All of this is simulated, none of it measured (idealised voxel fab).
process module | voxel transistor to metal
cross-section cut | 285 nm wide | cells 5 nm
A cross-section is a grid of square cells, given in bands from the top down. A band is one or more rows of cells.
Each band's line starts with the height of the band's top and of its bottom, in nm. Then come its materials from left to right, each with its width in nm. One material with "throughout" fills the band from edge to edge. "air" is empty space.
Height 0 is the level under which the wafer as received is all one material. The lowest band goes on downwards, as in "0 down".
A width such as "30 to 40" changes by the same amount from each row of cells to the next, from the band's top row to its bottom row.
"no change" after a step means that no cell of the cross-section changed.
closed voids: empty space of 8 cells or more with no open way to the top, each as width x height at its distance from the left edge, in nm
after a step's settings: what the simulator itself notes on the step
overlay nm, on a step with a mask: how far to the right of its planned place the mask lay; to the left if negative
plan
1 op RECEIVE | material Si
2 op CONFORMAL_DEP | material SiO2 | thk nm 5
3 op CONFORMAL_DEP | material SiN | thk nm 15
4 op PATTERN | tone cover | mask id ACTIVE | material resist | width nm 110 | pitch nm 140 | thk nm 15 | overlay nm 0
5 op DIRECTIONAL_ETCH | etch materials SiN | depth nm 15
6 op DIRECTIONAL_ETCH | etch materials SiO2 | depth nm 5
7 op DIRECTIONAL_ETCH | etch materials Si | depth nm 25
8 op STRIP | etch materials resist
9 op FILL_DEP | material SiO2 | thk nm 15
10 op CMP | height nm 20
11 op SELECTIVE_ETCH | etch materials SiO2 | depth nm 10
12 op STRIP | etch materials SiN
13 op SELECTIVE_ETCH | etch materials SiO2 | depth nm 5
14 op OXIDIZE | depth nm 5
15 op DIRECTIONAL_DEP | material polySi | thk nm 20
16 op DIRECTIONAL_DEP | material SiCN | thk nm 15
17 op MASKED_ETCH | tone cover | mask id GATE | width nm 20 | pitch nm 140 | etch materials SiCN | depth nm 25 | overlay nm 0
18 op MASKED_ETCH | tone cover | mask id GATE | width nm 20 | pitch nm 140 | etch materials polySi | depth nm 30 | overlay nm 0
19 op CONFORMAL_DEP | material SiN | thk nm 10
20 op DIRECTIONAL_ETCH | etch materials SiN | depth nm 10
21 op DIRECTIONAL_ETCH | etch materials SiO2 | depth nm 5
22 op DIRECTIONAL_ETCH | etch materials Si | depth nm 5
23 op EPI | material nSi | thk nm 10
24 op FILL_DEP | material SiO2 | thk nm 5
25 op CMP | height nm 35
26 op DIRECTIONAL_DEP | material SiO2 | thk nm 15
27 op DIRECTIONAL_DEP | material aC | thk nm 15
28 op PATTERN | tone open | mask id CONTACT | material resist | width nm 20 | pitch nm 70 | thk nm 30 | overlay nm 0
29 op DIRECTIONAL_ETCH | etch materials aC | depth nm 15
30 op STRIP | etch materials resist
31 op DIRECTIONAL_ETCH | etch materials SiO2 | depth nm 50
32 op STRIP | etch materials aC
33 op CONFORMAL_DEP | material TiN | thk nm 5
34 op FILL_DEP | material Ru | thk nm 5
35 op CMP | height nm 50
36 op DIRECTIONAL_DEP | material TiN | thk nm 5
37 op DIRECTIONAL_DEP | material W | thk nm 25
38 op PATTERN | tone cover | mask id METAL_1 | material resist | width nm 20 | pitch nm 70 | thk nm 20 | overlay nm 0
39 op DIRECTIONAL_ETCH | etch materials W | depth nm 25
40 op DIRECTIONAL_ETCH | etch materials TiN | depth nm 5
41 op STRIP | etch materials resist
42 op CONFORMAL_DEP | material SiN | thk nm 5
43 op FILL_DEP | material lowk | thk nm 5
44 op CMP | height nm 80
45 op CONFORMAL_DEP | material SiCN | thk nm 5
first wafer, as planned
as received, after step 1
  0 down: Si throughout
  closed voids: none
after step 2
  5 to 0: SiO2 throughout
  below 0: unchanged
after step 3
  20 to 5: SiN throughout
  below 5: unchanged
after step 4
  35 to 20: air 15 | resist 110 | air 30 | resist 110 | air 20
  below 20: unchanged
after step 5
  35 to 20: air 15 | resist 110 | air 30 | resist 110 | air 20
  20 to 5: air 15 | SiN 110 | air 30 | SiN 110 | air 20
  below 5: unchanged
after step 6
  35 to 20: air 15 | resist 110 | air 30 | resist 110 | air 20
  20 to 5: air 15 | SiN 110 | air 30 | SiN 110 | air 20
  5 to 0: air 15 | SiO2 110 | air 30 | SiO2 110 | air 20
  below 0: unchanged
after step 7
  35 to 20: air 15 | resist 110 | air 30 | resist 110 | air 20
  20 to 5: air 15 | SiN 110 | air 30 | SiN 110 | air 20
  5 to 0: air 15 | SiO2 110 | air 30 | SiO2 110 | air 20
  0 to -25: air 15 | Si 110 | air 30 | Si 110 | air 20
  below -25: unchanged
after step 8
  20 to 5: air 15 | SiN 110 | air 30 | SiN 110 | air 20
  below 5: unchanged
after step 9
  35 to 20: SiO2 throughout
  20 to 5: SiO2 15 | SiN 110 | SiO2 30 | SiN 110 | SiO2 20
  5 to 0: SiO2 throughout
  0 to -25: SiO2 15 | Si 110 | SiO2 30 | Si 110 | SiO2 20
  below -25: unchanged
after step 10
  20 to 5: SiO2 15 | SiN 110 | SiO2 30 | SiN 110 | SiO2 20
  below 5: unchanged
after step 11
  20 to 10: air 15 | SiN 110 | air 30 | SiN 110 | air 20
  below 10: unchanged
after step 12
  10 to 5: SiO2 15 | air 110 | SiO2 30 | air 110 | SiO2 20
  below 5: unchanged
after step 13
  5 to 0: SiO2 10 | air 120 | SiO2 20 | air 120 | SiO2 15
  below 0: unchanged
after step 14
  5 to 0: SiO2 10 | air 120 | SiO2 20 | air 120 | SiO2 15
  0 to -5: SiO2 throughout
  below -5: unchanged
after step 15
  25 to 20: polySi 10 | air 120 | polySi 20 | air 120 | polySi 15
  20 to 5: polySi throughout
  5 to 0: SiO2 10 | polySi 120 | SiO2 20 | polySi 120 | SiO2 15
  below 0: unchanged
after step 16
  40 to 35: SiCN 10 | air 120 | SiCN 20 | air 120 | SiCN 15
  35 to 25: SiCN throughout
  25 to 20: polySi 10 | SiCN 120 | polySi 20 | SiCN 120 | polySi 15
  below 20: unchanged
after step 17
  35 to 25: air 60 | SiCN 20 | air 120 | SiCN 20 | air 65
  25 to 20: polySi 10 | air 50 | SiCN 20 | air 50 | polySi 20 | air 50 | SiCN 20 | air 50 | polySi 15
  below 20: unchanged
after step 18
  35 to 20: air 60 | SiCN 20 | air 120 | SiCN 20 | air 65
  20 to 5: air 60 | polySi 20 | air 120 | polySi 20 | air 65
  5 to 0: SiO2 10 | air 50 | polySi 20 | air 50 | SiO2 20 | air 50 | polySi 20 | air 50 | SiO2 15
  below 0: unchanged
after step 19
  45 to 35: air 50 | SiN 40 | air 100 | SiN 40 | air 55
  35 to 20: air 50 | SiN 10 | SiCN 20 | SiN 10 | air 100 | SiN 10 | SiCN 20 | SiN 10 | air 55
  20 to 15: air 50 | SiN 10 | polySi 20 | SiN 10 | air 100 | SiN 10 | polySi 20 | SiN 10 | air 55
  15 to 10: SiN 20 | air 30 | SiN 10 | polySi 20 | SiN 10 | air 30 | SiN 40 | air 30 | SiN 10 | polySi 20 | SiN 10 | air 30 | SiN 25
  10 to 5: SiN 60 | polySi 20 | SiN 120 | polySi 20 | SiN 65
  5 to 0: SiO2 10 | SiN 50 | polySi 20 | SiN 50 | SiO2 20 | SiN 50 | polySi 20 | SiN 50 | SiO2 15
  below 0: unchanged
after step 20
  35 to 20: air 50 | SiN 10 | SiCN 20 | SiN 10 | air 100 | SiN 10 | SiCN 20 | SiN 10 | air 55
  20 to 5: air 50 | SiN 10 | polySi 20 | SiN 10 | air 100 | SiN 10 | polySi 20 | SiN 10 | air 55
  5 to 0: SiO2 10 | SiN 10 | air 30 | SiN 10 | polySi 20 | SiN 10 | air 30 | SiN 10 | SiO2 20 | SiN 10 | air 30 | SiN 10 | polySi 20 | SiN 10 | air 30 | SiN 10 | SiO2 15
  below 0: unchanged
after step 21
  35 to 20: air 50 | SiN 10 | SiCN 20 | SiN 10 | air 100 | SiN 10 | SiCN 20 | SiN 10 | air 55
  20 to 5: air 50 | SiN 10 | polySi 20 | SiN 10 | air 100 | SiN 10 | polySi 20 | SiN 10 | air 55
  5 to 0: air 10 | SiN 10 | air 30 | SiN 10 | polySi 20 | SiN 10 | air 30 | SiN 10 | air 20 | SiN 10 | air 30 | SiN 10 | polySi 20 | SiN 10 | air 30 | SiN 10 | air 15
  0 to -5: SiO2 20 | air 30 | SiO2 40 | air 30 | SiO2 40 | air 30 | SiO2 40 | air 30 | SiO2 25
  below -5: unchanged
after step 22
  35 to 20: air 50 | SiN 10 | SiCN 20 | SiN 10 | air 100 | SiN 10 | SiCN 20 | SiN 10 | air 55
  20 to 5: air 50 | SiN 10 | polySi 20 | SiN 10 | air 100 | SiN 10 | polySi 20 | SiN 10 | air 55
  5 to 0: air 10 | SiN 10 | air 30 | SiN 10 | polySi 20 | SiN 10 | air 30 | SiN 10 | air 20 | SiN 10 | air 30 | SiN 10 | polySi 20 | SiN 10 | air 30 | SiN 10 | air 15
  0 to -5: SiO2 20 | air 30 | SiO2 40 | air 30 | SiO2 40 | air 30 | SiO2 40 | air 30 | SiO2 25
  -5 to -10: SiO2 15 | Si 5 | air 30 | Si 40 | air 30 | Si 5 | SiO2 30 | Si 5 | air 30 | Si 40 | air 30 | Si 5 | SiO2 20
  below -10: unchanged
after step 23
  35 to 20: air 50 | SiN 10 | SiCN 20 | SiN 10 | air 100 | SiN 10 | SiCN 20 | SiN 10 | air 55
  20 to 5: air 50 | SiN 10 | polySi 20 | SiN 10 | air 100 | SiN 10 | polySi 20 | SiN 10 | air 55
  5 to 0: air 10 | SiN 10 | nSi 10 | air 10 | nSi 10 | SiN 10 | polySi 20 | SiN 10 | nSi 10 | air 10 | nSi 10 | SiN 10 | air 20 | SiN 10 | nSi 10 | air 10 | nSi 10 | SiN 10 | polySi 20 | SiN 10 | nSi 10 | air 10 | nSi 10 | SiN 10 | air 15
  0 to -5: SiO2 20 | nSi 30 | SiO2 40 | nSi 30 | SiO2 40 | nSi 30 | SiO2 40 | nSi 30 | SiO2 25
  -5 to -10: SiO2 15 | Si 5 | nSi 30 | Si 40 | nSi 30 | Si 5 | SiO2 30 | Si 5 | nSi 30 | Si 40 | nSi 30 | Si 5 | SiO2 20
  below -10: unchanged
after step 24
  40 to 35: SiO2 throughout
  35 to 20: SiO2 50 | SiN 10 | SiCN 20 | SiN 10 | SiO2 100 | SiN 10 | SiCN 20 | SiN 10 | SiO2 55
  20 to 5: SiO2 50 | SiN 10 | polySi 20 | SiN 10 | SiO2 100 | SiN 10 | polySi 20 | SiN 10 | SiO2 55
  5 to 0: SiO2 10 | SiN 10 | nSi 10 | SiO2 10 | nSi 10 | SiN 10 | polySi 20 | SiN 10 | nSi 10 | SiO2 10 | nSi 10 | SiN 10 | SiO2 20 | SiN 10 | nSi 10 | SiO2 10 | nSi 10 | SiN 10 | polySi 20 | SiN 10 | nSi 10 | SiO2 10 | nSi 10 | SiN 10 | SiO2 15
  below 0: unchanged
after step 25
  35 to 20: SiO2 50 | SiN 10 | SiCN 20 | SiN 10 | SiO2 100 | SiN 10 | SiCN 20 | SiN 10 | SiO2 55
  below 20: unchanged
after step 26
  50 to 35: SiO2 throughout
  below 35: unchanged
after step 27
  65 to 50: aC throughout
  below 50: unchanged
after step 28
  95 to 65: resist 25 | air 20 | resist 50 | air 20 | resist 50 | air 20 | resist 50 | air 20 | resist 30
  below 65: unchanged
after step 29
  80 to 65: resist 25 | air 20 | resist 50 | air 20 | resist 50 | air 20 | resist 50 | air 20 | resist 30
  65 to 50: aC 25 | air 20 | aC 50 | air 20 | aC 50 | air 20 | aC 50 | air 20 | aC 30
  below 50: unchanged
after step 30
  65 to 50: aC 25 | air 20 | aC 50 | air 20 | aC 50 | air 20 | aC 50 | air 20 | aC 30
  below 50: unchanged
after step 31
  65 to 50: aC 25 | air 20 | aC 50 | air 20 | aC 50 | air 20 | aC 50 | air 20 | aC 30
  50 to 35: SiO2 25 | air 20 | SiO2 50 | air 20 | SiO2 50 | air 20 | SiO2 50 | air 20 | SiO2 30
  35 to 20: SiO2 25 | air 20 | SiO2 5 | SiN 10 | SiCN 20 | SiN 10 | SiO2 5 | air 20 | SiO2 50 | air 20 | SiO2 5 | SiN 10 | SiCN 20 | SiN 10 | SiO2 5 | air 20 | SiO2 30
  20 to 5: SiO2 25 | air 20 | SiO2 5 | SiN 10 | polySi 20 | SiN 10 | SiO2 5 | air 20 | SiO2 50 | air 20 | SiO2 5 | SiN 10 | polySi 20 | SiN 10 | SiO2 5 | air 20 | SiO2 30
  5 to 0: SiO2 10 | SiN 10 | nSi 10 | air 10 | nSi 10 | SiN 10 | polySi 20 | SiN 10 | nSi 10 | air 10 | nSi 10 | SiN 10 | SiO2 20 | SiN 10 | nSi 10 | air 10 | nSi 10 | SiN 10 | polySi 20 | SiN 10 | nSi 10 | air 10 | nSi 10 | SiN 10 | SiO2 15
  below 0: unchanged
after step 32
  50 to 35: SiO2 25 | air 20 | SiO2 50 | air 20 | SiO2 50 | air 20 | SiO2 50 | air 20 | SiO2 30
  below 35: unchanged
after step 33
  55 to 50: TiN 30 | air 10 | TiN 60 | air 10 | TiN 60 | air 10 | TiN 60 | air 10 | TiN 35
  50 to 35: SiO2 25 | TiN 5 | air 10 | TiN 5 | SiO2 50 | TiN 5 | air 10 | TiN 5 | SiO2 50 | TiN 5 | air 10 | TiN 5 | SiO2 50 | TiN 5 | air 10 | TiN 5 | SiO2 30
  35 to 20: SiO2 25 | TiN 5 | air 10 | TiN 5 | SiO2 5 | SiN 10 | SiCN 20 | SiN 10 | SiO2 5 | TiN 5 | air 10 | TiN 5 | SiO2 50 | TiN 5 | air 10 | TiN 5 | SiO2 5 | SiN 10 | SiCN 20 | SiN 10 | SiO2 5 | TiN 5 | air 10 | TiN 5 | SiO2 30
  20 to 10: SiO2 25 | TiN 5 | air 10 | TiN 5 | SiO2 5 | SiN 10 | polySi 20 | SiN 10 | SiO2 5 | TiN 5 | air 10 | TiN 5 | SiO2 50 | TiN 5 | air 10 | TiN 5 | SiO2 5 | SiN 10 | polySi 20 | SiN 10 | SiO2 5 | TiN 5 | air 10 | TiN 5 | SiO2 30
  10 to 5: SiO2 25 | TiN 20 | SiO2 5 | SiN 10 | polySi 20 | SiN 10 | SiO2 5 | TiN 20 | SiO2 50 | TiN 20 | SiO2 5 | SiN 10 | polySi 20 | SiN 10 | SiO2 5 | TiN 20 | SiO2 30
  5 to 0: SiO2 10 | SiN 10 | nSi 10 | TiN 10 | nSi 10 | SiN 10 | polySi 20 | SiN 10 | nSi 10 | TiN 10 | nSi 10 | SiN 10 | SiO2 20 | SiN 10 | nSi 10 | TiN 10 | nSi 10 | SiN 10 | polySi 20 | SiN 10 | nSi 10 | TiN 10 | nSi 10 | SiN 10 | SiO2 15
  below 0: unchanged
after step 34
  60 to 55: Ru throughout
  55 to 50: TiN 30 | Ru 10 | TiN 60 | Ru 10 | TiN 60 | Ru 10 | TiN 60 | Ru 10 | TiN 35
  50 to 35: SiO2 25 | TiN 5 | Ru 10 | TiN 5 | SiO2 50 | TiN 5 | Ru 10 | TiN 5 | SiO2 50 | TiN 5 | Ru 10 | TiN 5 | SiO2 50 | TiN 5 | Ru 10 | TiN 5 | SiO2 30
  35 to 20: SiO2 25 | TiN 5 | Ru 10 | TiN 5 | SiO2 5 | SiN 10 | SiCN 20 | SiN 10 | SiO2 5 | TiN 5 | Ru 10 | TiN 5 | SiO2 50 | TiN 5 | Ru 10 | TiN 5 | SiO2 5 | SiN 10 | SiCN 20 | SiN 10 | SiO2 5 | TiN 5 | Ru 10 | TiN 5 | SiO2 30
  20 to 10: SiO2 25 | TiN 5 | Ru 10 | TiN 5 | SiO2 5 | SiN 10 | polySi 20 | SiN 10 | SiO2 5 | TiN 5 | Ru 10 | TiN 5 | SiO2 50 | TiN 5 | Ru 10 | TiN 5 | SiO2 5 | SiN 10 | polySi 20 | SiN 10 | SiO2 5 | TiN 5 | Ru 10 | TiN 5 | SiO2 30
  below 10: unchanged
after step 35
  50 to 35: SiO2 25 | TiN 5 | Ru 10 | TiN 5 | SiO2 50 | TiN 5 | Ru 10 | TiN 5 | SiO2 50 | TiN 5 | Ru 10 | TiN 5 | SiO2 50 | TiN 5 | Ru 10 | TiN 5 | SiO2 30
  below 35: unchanged
after step 36
  55 to 50: TiN throughout
  below 50: unchanged
after step 37
  80 to 55: W throughout
  below 55: unchanged
after step 38
  100 to 80: air 25 | resist 20 | air 50 | resist 20 | air 50 | resist 20 | air 50 | resist 20 | air 30
  below 80: unchanged
after step 39
  100 to 80: air 25 | resist 20 | air 50 | resist 20 | air 50 | resist 20 | air 50 | resist 20 | air 30
  80 to 55: air 25 | W 20 | air 50 | W 20 | air 50 | W 20 | air 50 | W 20 | air 30
  below 55: unchanged
after step 40
  100 to 80: air 25 | resist 20 | air 50 | resist 20 | air 50 | resist 20 | air 50 | resist 20 | air 30
  80 to 55: air 25 | W 20 | air 50 | W 20 | air 50 | W 20 | air 50 | W 20 | air 30
  55 to 50: air 25 | TiN 20 | air 50 | TiN 20 | air 50 | TiN 20 | air 50 | TiN 20 | air 30
  below 50: unchanged
after step 41
  80 to 55: air 25 | W 20 | air 50 | W 20 | air 50 | W 20 | air 50 | W 20 | air 30
  below 55: unchanged
after step 42
  85 to 80: air 20 | SiN 30 | air 40 | SiN 30 | air 40 | SiN 30 | air 40 | SiN 30 | air 25
  80 to 55: air 20 | SiN 5 | W 20 | SiN 5 | air 40 | SiN 5 | W 20 | SiN 5 | air 40 | SiN 5 | W 20 | SiN 5 | air 40 | SiN 5 | W 20 | SiN 5 | air 25
  55 to 50: SiN 25 | TiN 20 | SiN 50 | TiN 20 | SiN 50 | TiN 20 | SiN 50 | TiN 20 | SiN 30
  below 50: unchanged
after step 43
  90 to 85: lowk throughout
  85 to 80: lowk 20 | SiN 30 | lowk 40 | SiN 30 | lowk 40 | SiN 30 | lowk 40 | SiN 30 | lowk 25
  80 to 55: lowk 20 | SiN 5 | W 20 | SiN 5 | lowk 40 | SiN 5 | W 20 | SiN 5 | lowk 40 | SiN 5 | W 20 | SiN 5 | lowk 40 | SiN 5 | W 20 | SiN 5 | lowk 25
  below 55: unchanged
after step 44
  80 to 55: lowk 20 | SiN 5 | W 20 | SiN 5 | lowk 40 | SiN 5 | W 20 | SiN 5 | lowk 40 | SiN 5 | W 20 | SiN 5 | lowk 40 | SiN 5 | W 20 | SiN 5 | lowk 25
  below 55: unchanged
after step 45
  85 to 80: SiCN throughout
  below 80: unchanged
second wafer: like start, like plan, one mistake. Through step 25 it matches the first wafer
when step 26 should have ended
  65 to 35: SiO2 throughout
  below 35: unchanged
when step 27 should have ended
  80 to 65: aC throughout
  below 65: unchanged
when step 28 should have ended
  110 to 80: resist 25 | air 20 | resist 50 | air 20 | resist 50 | air 20 | resist 50 | air 20 | resist 30
  below 80: unchanged
when step 29 should have ended
  95 to 80: resist 25 | air 20 | resist 50 | air 20 | resist 50 | air 20 | resist 50 | air 20 | resist 30
  80 to 65: aC 25 | air 20 | aC 50 | air 20 | aC 50 | air 20 | aC 50 | air 20 | aC 30
  below 65: unchanged
when step 30 should have ended
  80 to 65: aC 25 | air 20 | aC 50 | air 20 | aC 50 | air 20 | aC 50 | air 20 | aC 30
  below 65: unchanged
when step 31 should have ended
  80 to 65: aC 25 | air 20 | aC 50 | air 20 | aC 50 | air 20 | aC 50 | air 20 | aC 30
  65 to 35: SiO2 25 | air 20 | SiO2 50 | air 20 | SiO2 50 | air 20 | SiO2 50 | air 20 | SiO2 30
  35 to 20: SiO2 25 | air 20 | SiO2 5 | SiN 10 | SiCN 20 | SiN 10 | SiO2 5 | air 20 | SiO2 50 | air 20 | SiO2 5 | SiN 10 | SiCN 20 | SiN 10 | SiO2 5 | air 20 | SiO2 30
  20 to 15: SiO2 25 | air 20 | SiO2 5 | SiN 10 | polySi 20 | SiN 10 | SiO2 5 | air 20 | SiO2 50 | air 20 | SiO2 5 | SiN 10 | polySi 20 | SiN 10 | SiO2 5 | air 20 | SiO2 30
  below 15: unchanged
when step 32 should have ended
  65 to 35: SiO2 25 | air 20 | SiO2 50 | air 20 | SiO2 50 | air 20 | SiO2 50 | air 20 | SiO2 30
  below 35: unchanged
when step 33 should have ended
  70 to 65: TiN 30 | air 10 | TiN 60 | air 10 | TiN 60 | air 10 | TiN 60 | air 10 | TiN 35
  65 to 35: SiO2 25 | TiN 5 | air 10 | TiN 5 | SiO2 50 | TiN 5 | air 10 | TiN 5 | SiO2 50 | TiN 5 | air 10 | TiN 5 | SiO2 50 | TiN 5 | air 10 | TiN 5 | SiO2 30
  35 to 20: SiO2 25 | TiN 5 | air 10 | TiN 5 | SiO2 5 | SiN 10 | SiCN 20 | SiN 10 | SiO2 5 | TiN 5 | air 10 | TiN 5 | SiO2 50 | TiN 5 | air 10 | TiN 5 | SiO2 5 | SiN 10 | SiCN 20 | SiN 10 | SiO2 5 | TiN 5 | air 10 | TiN 5 | SiO2 30
  20 to 15: SiO2 25 | TiN 20 | SiO2 5 | SiN 10 | polySi 20 | SiN 10 | SiO2 5 | TiN 20 | SiO2 50 | TiN 20 | SiO2 5 | SiN 10 | polySi 20 | SiN 10 | SiO2 5 | TiN 20 | SiO2 30
  below 15: unchanged
when step 34 should have ended
  75 to 70: Ru throughout
  70 to 65: TiN 30 | Ru 10 | TiN 60 | Ru 10 | TiN 60 | Ru 10 | TiN 60 | Ru 10 | TiN 35
  65 to 35: SiO2 25 | TiN 5 | Ru 10 | TiN 5 | SiO2 50 | TiN 5 | Ru 10 | TiN 5 | SiO2 50 | TiN 5 | Ru 10 | TiN 5 | SiO2 50 | TiN 5 | Ru 10 | TiN 5 | SiO2 30
  35 to 20: SiO2 25 | TiN 5 | Ru 10 | TiN 5 | SiO2 5 | SiN 10 | SiCN 20 | SiN 10 | SiO2 5 | TiN 5 | Ru 10 | TiN 5 | SiO2 50 | TiN 5 | Ru 10 | TiN 5 | SiO2 5 | SiN 10 | SiCN 20 | SiN 10 | SiO2 5 | TiN 5 | Ru 10 | TiN 5 | SiO2 30
  below 20: unchanged
when step 35 should have ended
  50 to 35: SiO2 25 | TiN 5 | Ru 10 | TiN 5 | SiO2 50 | TiN 5 | Ru 10 | TiN 5 | SiO2 50 | TiN 5 | Ru 10 | TiN 5 | SiO2 50 | TiN 5 | Ru 10 | TiN 5 | SiO2 30
  below 35: unchanged
when step 36 should have ended
  55 to 50: TiN throughout
  below 50: unchanged
when step 37 should have ended
  80 to 55: W throughout
  below 55: unchanged
when step 38 should have ended
  100 to 80: air 25 | resist 20 | air 50 | resist 20 | air 50 | resist 20 | air 50 | resist 20 | air 30
  below 80: unchanged
when step 39 should have ended
  100 to 80: air 25 | resist 20 | air 50 | resist 20 | air 50 | resist 20 | air 50 | resist 20 | air 30
  80 to 55: air 25 | W 20 | air 50 | W 20 | air 50 | W 20 | air 50 | W 20 | air 30
  below 55: unchanged
when step 40 should have ended
  100 to 80: air 25 | resist 20 | air 50 | resist 20 | air 50 | resist 20 | air 50 | resist 20 | air 30
  80 to 55: air 25 | W 20 | air 50 | W 20 | air 50 | W 20 | air 50 | W 20 | air 30
  55 to 50: air 25 | TiN 20 | air 50 | TiN 20 | air 50 | TiN 20 | air 50 | TiN 20 | air 30
  below 50: unchanged
when step 41 should have ended
  80 to 55: air 25 | W 20 | air 50 | W 20 | air 50 | W 20 | air 50 | W 20 | air 30
  below 55: unchanged
when step 42 should have ended
  85 to 80: air 20 | SiN 30 | air 40 | SiN 30 | air 40 | SiN 30 | air 40 | SiN 30 | air 25
  80 to 55: air 20 | SiN 5 | W 20 | SiN 5 | air 40 | SiN 5 | W 20 | SiN 5 | air 40 | SiN 5 | W 20 | SiN 5 | air 40 | SiN 5 | W 20 | SiN 5 | air 25
  55 to 50: SiN 25 | TiN 20 | SiN 50 | TiN 20 | SiN 50 | TiN 20 | SiN 50 | TiN 20 | SiN 30
  below 50: unchanged
when step 43 should have ended
  90 to 85: lowk throughout
  85 to 80: lowk 20 | SiN 30 | lowk 40 | SiN 30 | lowk 40 | SiN 30 | lowk 40 | SiN 30 | lowk 25
  80 to 55: lowk 20 | SiN 5 | W 20 | SiN 5 | lowk 40 | SiN 5 | W 20 | SiN 5 | lowk 40 | SiN 5 | W 20 | SiN 5 | lowk 40 | SiN 5 | W 20 | SiN 5 | lowk 25
  below 55: unchanged
when step 44 should have ended
  80 to 55: lowk 20 | SiN 5 | W 20 | SiN 5 | lowk 40 | SiN 5 | W 20 | SiN 5 | lowk 40 | SiN 5 | W 20 | SiN 5 | lowk 40 | SiN 5 | W 20 | SiN 5 | lowk 25
  below 55: unchanged
when step 45 should have ended
  85 to 80: SiCN throughout
  below 80: unchanged
what went wrong: step 26 was run twice
at the end the second wafer has, in cells: 16 fewer of Ru | 40 more of SiO2 | 24 fewer of TiN
